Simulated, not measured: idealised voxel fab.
process module | voxel self aligned vias
cross-section cut | 270 nm wide | cells 5 nm
A cross-section is a grid of square cells, given in bands from the top down. A band is one or more rows of cells.
Each band's line starts with the height of the band's top and of its bottom, in nm. Then come its materials from left to right, each with its width in nm. One material with "throughout" fills the band from edge to edge. "air" is empty space.
Height 0 is the level under which the wafer as received is all one material. The lowest band goes on downwards, as in "0 down".
A width such as "30 to 40" changes by the same amount from each row of cells to the next, from the band's top row to its bottom row.
"no change" after a step means that no cell of the cross-section changed.
closed voids: empty space of 8 cells or more with no open way to the top, each as width x height at its distance from the left edge, in nm
after a step's settings: what the simulator itself notes on the step
overlay nm, on a step with a mask: how far to the right of its planned place the mask lay; to the left if negative
plan
1 op RECEIVE | material Si
2 op CONFORMAL_DEP | material SiO2 | thk nm 15
3 op CONFORMAL_DEP | material SiCN | thk nm 5
4 op DIRECTIONAL_DEP | material lowk | thk nm 25
5 op MASKED_ETCH | tone open | mask id LINES | width nm 30 | pitch nm 70 | etch materials lowk | depth nm 25 | overlay nm 0
6 op CONFORMAL_DEP | material TiN | thk nm 5
7 op FILL_DEP | material W | thk nm 10
8 op CMP | height nm 45
9 op SELECTIVE_ETCH | etch materials W Ru TiN | depth nm 5
10 op FILL_DEP | material SiN | thk nm 10
11 op CMP | height nm 45
12 op DIRECTIONAL_DEP | material lowk | thk nm 15
13 op DIRECTIONAL_DEP | material aC | thk nm 15
14 op PATTERN | tone open | mask id VIAS | material resist | width nm 50 | pitch nm 70 | thk nm 30 | overlay nm 0
15 op DIRECTIONAL_ETCH | etch materials aC | depth nm 15
16 op STRIP | etch materials resist
17 op DIRECTIONAL_ETCH | etch materials lowk | depth nm 15
18 op DIRECTIONAL_ETCH | etch materials SiN | depth nm 5
19 op STRIP | etch materials aC
20 op CONFORMAL_DEP | material TiN | thk nm 5
21 op FILL_DEP | material W | thk nm 5
22 op CMP | height nm 60
23 op CONFORMAL_DEP | material SiN | thk nm 5
first wafer, as planned
as received, after step 1
  0 down: Si throughout
  closed voids: none
after step 2
  15 to 0: SiO2 throughout
  below 0: unchanged
after step 3
  20 to 15: SiCN throughout
  below 15: unchanged
after step 4
  45 to 20: lowk throughout
  below 20: unchanged
after step 5
  45 to 20: lowk 50 | air 30 | lowk 40 | air 30 | lowk 40 | air 30 | lowk 50
  below 20: unchanged
after step 6
  50 to 45: TiN 55 | air 20 | TiN 50 | air 20 | TiN 50 | air 20 | TiN 55
  45 to 25: lowk 50 | TiN 5 | air 20 | TiN 5 | lowk 40 | TiN 5 | air 20 | TiN 5 | lowk 40 | TiN 5 | air 20 | TiN 5 | lowk 50
  25 to 20: lowk 50 | TiN 30 | lowk 40 | TiN 30 | lowk 40 | TiN 30 | lowk 50
  below 20: unchanged
after step 7
  60 to 50: W throughout
  50 to 45: TiN 55 | W 20 | TiN 50 | W 20 | TiN 50 | W 20 | TiN 55
  45 to 25: lowk 50 | TiN 5 | W 20 | TiN 5 | lowk 40 | TiN 5 | W 20 | TiN 5 | lowk 40 | TiN 5 | W 20 | TiN 5 | lowk 50
  below 25: unchanged
after step 8
  45 to 25: lowk 50 | TiN 5 | W 20 | TiN 5 | lowk 40 | TiN 5 | W 20 | TiN 5 | lowk 40 | TiN 5 | W 20 | TiN 5 | lowk 50
  below 25: unchanged
after step 9
  45 to 40: lowk 50 | air 30 | lowk 40 | air 30 | lowk 40 | air 30 | lowk 50
  below 40: unchanged
after step 10
  55 to 45: SiN throughout
  45 to 40: lowk 50 | SiN 30 | lowk 40 | SiN 30 | lowk 40 | SiN 30 | lowk 50
  below 40: unchanged
after step 11
  45 to 40: lowk 50 | SiN 30 | lowk 40 | SiN 30 | lowk 40 | SiN 30 | lowk 50
  below 40: unchanged
after step 12
  60 to 45: lowk throughout
  below 45: unchanged
after step 13
  75 to 60: aC throughout
  below 60: unchanged
after step 14
  105 to 75: resist 40 | air 50 | resist 20 | air 50 | resist 20 | air 50 | resist 40
  below 75: unchanged
after step 15
  90 to 75: resist 40 | air 50 | resist 20 | air 50 | resist 20 | air 50 | resist 40
  75 to 60: aC 40 | air 50 | aC 20 | air 50 | aC 20 | air 50 | aC 40
  below 60: unchanged
after step 16
  75 to 60: aC 40 | air 50 | aC 20 | air 50 | aC 20 | air 50 | aC 40
  below 60: unchanged
after step 17
  75 to 60: aC 40 | air 50 | aC 20 | air 50 | aC 20 | air 50 | aC 40
  60 to 45: lowk 40 | air 50 | lowk 20 | air 50 | lowk 20 | air 50 | lowk 40
  below 45: unchanged
after step 18
  75 to 60: aC 40 | air 50 | aC 20 | air 50 | aC 20 | air 50 | aC 40
  60 to 45: lowk 40 | air 50 | lowk 20 | air 50 | lowk 20 | air 50 | lowk 40
  45 to 40: lowk 50 | air 30 | lowk 40 | air 30 | lowk 40 | air 30 | lowk 50
  below 40: unchanged
after step 19
  60 to 45: lowk 40 | air 50 | lowk 20 | air 50 | lowk 20 | air 50 | lowk 40
  below 45: unchanged
after step 20
  65 to 60: TiN 45 | air 40 | TiN 30 | air 40 | TiN 30 | air 40 | TiN 45
  60 to 50: lowk 40 | TiN 5 | air 40 | TiN 5 | lowk 20 | TiN 5 | air 40 | TiN 5 | lowk 20 | TiN 5 | air 40 | TiN 5 | lowk 40
  50 to 45: lowk 40 | TiN 15 | air 20 | TiN 15 | lowk 20 | TiN 15 | air 20 | TiN 15 | lowk 20 | TiN 15 | air 20 | TiN 15 | lowk 40
  45 to 40: lowk 50 | TiN 30 | lowk 40 | TiN 30 | lowk 40 | TiN 30 | lowk 50
  below 40: unchanged
after step 21
  70 to 65: W throughout
  65 to 60: TiN 45 | W 40 | TiN 30 | W 40 | TiN 30 | W 40 | TiN 45
  60 to 50: lowk 40 | TiN 5 | W 40 | TiN 5 | lowk 20 | TiN 5 | W 40 | TiN 5 | lowk 20 | TiN 5 | W 40 | TiN 5 | lowk 40
  50 to 45: lowk 40 | TiN 15 | W 20 | TiN 15 | lowk 20 | TiN 15 | W 20 | TiN 15 | lowk 20 | TiN 15 | W 20 | TiN 15 | lowk 40
  below 45: unchanged
after step 22
  60 to 50: lowk 40 | TiN 5 | W 40 | TiN 5 | lowk 20 | TiN 5 | W 40 | TiN 5 | lowk 20 | TiN 5 | W 40 | TiN 5 | lowk 40
  below 50: unchanged
after step 23
  65 to 60: SiN throughout
  below 60: unchanged
second wafer: like start, like plan, one mistake. Through step 21 it matches the first wafer
when step 22 should have ended
  65 to 60: TiN 45 | W 40 | TiN 30 | W 40 | TiN 30 | W 40 | TiN 45
  below 60: unchanged
when step 23 should have ended
  70 to 65: SiN throughout
  below 65: unchanged
what went wrong: step 22 ran as: op CMP | height nm 65
at the end the second wafer has, in cells: 30 more of TiN | 24 more of W
